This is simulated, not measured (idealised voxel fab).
Process module name: voxel self aligned vias
Cross-section cut: width 215 nm, square cells of 5 nm.
Cross-section spec: square-cell grid; bands listed top down; each band is one or more rows. A band entry consists of two parts. The first gives the height of the band's top and the height of its bottom, in nm. The rest lists the band's materials from left to right, each with its width in nm. A single material labelled with the word "everywhere" fills the band from edge to edge, and the word "air" marks empty space. Basically, 0 is our baseline, since under it the wafer straight out of the box is all one material. The bottom band has no lower end and keeps on going down, so it looks like "0 -> down". A width such as "30..40" changes by the same amount from each row of cells to the next, from the band's top row to its bottom row. "stayed the same" for a step: no cell of the cross-section changed in that step. "Sealed void list" means: voids of 8 cells or more that are shut off from the top with no open way through. Written width x height at distance, distance from the left edge, in nm. Post-settings text on a step line: simulator's own remark regarding the step. overlay nm: mask offset rightward from planned place, masked step; negative means leftward offset.

**Steps in the process plan**
1) RECEIVE [material Si]
2) CONFORMAL_DEP [material SiO2] [thk nm 10]
3) CONFORMAL_DEP [material SiCN] [thk nm 5]
4) DIRECTIONAL_DEP [material lowk] [thk nm 20]
5) DIRECTIONAL_DEP [material aC] [thk nm 15]
6) PATTERN [tone open] [mask id LINES] [material resist] [width nm 30] [pitch nm 75] [thk nm 35] [overlay nm 0]
7) DIRECTIONAL_ETCH [etch materials aC] [depth nm 15]
8) STRIP [etch materials resist]
9) DIRECTIONAL_ETCH [etch materials lowk] [depth nm 20]
10) STRIP [etch materials aC]
11) CONFORMAL_DEP [material TiN] [thk nm 5]
12) FILL_DEP [material Ru] [thk nm 10]
13) CMP [height nm 35]
14) SELECTIVE_ETCH [etch materials W Ru TiN] [depth nm 5]
15) FILL_DEP [material SiN] [thk nm 5]
16) CMP [height nm 35]
17) DIRECTIONAL_DEP [material lowk] [thk nm 15]
18) DIRECTIONAL_DEP [material aC] [thk nm 15]
19) PATTERN [tone open] [mask id VIAS] [material resist] [width nm 40] [pitch nm 75] [thk nm 30] [overlay nm 0]
20) DIRECTIONAL_ETCH [etch materials aC] [depth nm 15]
21) STRIP [etch materials resist]
22) DIRECTIONAL_ETCH [etch materials lowk] [depth nm 15]
23) DIRECTIONAL_ETCH [etch materials SiN] [depth nm 5]
24) STRIP [etch materials aC]
25) CONFORMAL_DEP [material TiN] [thk nm 5]
26) FILL_DEP [material Ru] [thk nm 5]
27) CMP [height nm 50]
28) CONFORMAL_DEP [material SiCN] [thk nm 5]
The plan's step 19 width nm is the first wafer's value; the wafers differ in this setting and start identical.

**Cross-section: the first of several wafers in its as-received state, i.e. following step 1**
* 0 -> down: Si everywhere
* Sealed void list: none

**First wafer of several, cross-section, module end, after step 28 (last)**
* 55 -> 50: SiCN everywhere
* 50 -> 40: lowk (50) | TiN (5) | Ru (30) | TiN (5) | lowk (35) | TiN (5) | Ru (30) | TiN (5) | lowk (50)
* 40 -> 35: lowk (50) | TiN (10) | Ru (20) | TiN (10) | lowk (35) | TiN (10) | Ru (20) | TiN (10) | lowk (50)
* 35 -> 30: lowk (55) | TiN (30) | lowk (45) | TiN (30) | lowk (55)
* 30 -> 20: lowk (55) | TiN (5) | Ru (20) | TiN (5) | lowk (45) | TiN (5) | Ru (20) | TiN (5) | lowk (55)
* 20 -> 15: lowk (55) | TiN (30) | lowk (45) | TiN (30) | lowk (55)
* 15 -> 10: SiCN everywhere
* 10 -> 0: SiO2 everywhere
* 0 -> down: Si everywhere
* Sealed void list: none

**Cross-section of the final wafer among several, taken at the end of the module**
* 55 -> 50: SiCN everywhere
* 50 -> 40: lowk (40) | TiN (5) | Ru (50) | TiN (5) | lowk (15) | TiN (5) | Ru (50) | TiN (5) | lowk (40)
* 40 -> 35: lowk (40) | TiN (20) | Ru (20) | TiN (20) | lowk (15) | TiN (20) | Ru (20) | TiN (20) | lowk (40)
* 35 -> 30: lowk (55) | TiN (30) | lowk (45) | TiN (30) | lowk (55)
* 30 -> 20: lowk (55) | TiN (5) | Ru (20) | TiN (5) | lowk (45) | TiN (5) | Ru (20) | TiN (5) | lowk (55)
* 20 -> 15: lowk (55) | TiN (30) | lowk (45) | TiN (30) | lowk (55)
* 15 -> 10: SiCN everywhere
* 10 -> 0: SiO2 everywhere
* 0 -> down: Si everywhere
* Sealed void list: none

**Take any row and you have a wafer at the end of the module: how many cells of each material it has gained (+) or lost (-) since it was received, and then its closed voids**
width nm 40, +48 Ru, +86 SiCN, +86 SiO2, +48 TiN, +205 lowk, Sealed void list: none
width nm 45, +52 Ru, +86 SiCN, +86 SiO2, +50 TiN, +199 lowk, Sealed void list: none
width nm 50, +56 Ru, +86 SiCN, +86 SiO2, +52 TiN, +193 lowk, Sealed void list: none
width nm 55, +60 Ru, +86 SiCN, +86 SiO2, +54 TiN, +187 lowk, Sealed void list: none
width nm 60, +64 Ru, +86 SiCN, +86 SiO2, +56 TiN, +181 lowk, Sealed void list: none
